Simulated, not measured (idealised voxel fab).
process module | voxel ribs on slabs
cross-section cut | 225 nm wide | cells 5 nm
A cross-section is a grid of square cells, given in bands from the top down. A band is one or more rows of cells.
Each band's line starts with the height of the band's top and of its bottom, in nm. Then come its materials from left to right, each with its width in nm. One material with "throughout" fills the band from edge to edge. "air" is empty space.
Height 0 is the level under which the wafer as received is all one material. The lowest band goes on downwards, as in "0 down".
A width such as "30 to 40" changes by the same amount from each row of cells to the next, from the band's top row to its bottom row.
"no change" after a step means that no cell of the cross-section changed.
closed voids: empty space of 8 cells or more with no open way to the top, each as width x height at its distance from the left edge, in nm
after a step's settings: what the simulator itself notes on the step
overlay nm, on a step with a mask: how far to the right of its planned place the mask lay; to the left if negative
plan
1 op RECEIVE | material Si
2 op DIRECTIONAL_DEP | material SiO2 | thk nm 25
3 op DIRECTIONAL_DEP | material polySi | thk nm 20
4 op PATTERN | tone cover | mask id RIB | material resist | width nm 15 | thk nm 20 | overlay nm 0
5 op DIRECTIONAL_ETCH | etch materials polySi | depth nm 15
6 op STRIP | etch materials resist
7 op MASKED_ETCH | tone cover | mask id SLAB | width nm 65 | etch materials polySi | depth nm 5 | overlay nm 0
8 op FILL_DEP | material SiO2 | thk nm 20
9 op CMP | height nm 55
10 op DIRECTIONAL_DEP | material W | thk nm 10
11 op PATTERN | tone cover | mask id HEATER | material resist | width nm 25 | thk nm 15 | overlay nm 0
12 op DIRECTIONAL_ETCH | etch materials W | depth nm 10
13 op STRIP | etch materials resist
14 op CONFORMAL_DEP | material SiN | thk nm 10
as received, after step 1
  0 down: Si throughout
  closed voids: none
first wafer at the end, as planned
  75 to 65: air 90 | SiN 45 | air 90
  65 to 55: SiN 100 | W 25 | SiN 100
  55 to 45: SiO2 throughout
  45 to 30: SiO2 105 | polySi 15 | SiO2 105
  30 to 25: SiO2 80 | polySi 65 | SiO2 80
  25 to 0: SiO2 throughout
  0 down: Si throughout
  closed voids: none
second wafer at the end: like start, like plan, one mistake
  75 to 65: air 90 | SiN 45 | air 90
  65 to 55: SiN 100 | W 25 | SiN 100
  55 to 50: SiO2 80 | polySi 65 | SiO2 80
  50 to 0: SiO2 throughout
  0 down: Si throughout
  closed voids: none
what went wrong: step 2 was run twice
at the end the second wafer has, in cells: 9 more of SiO2 | 9 fewer of polySi
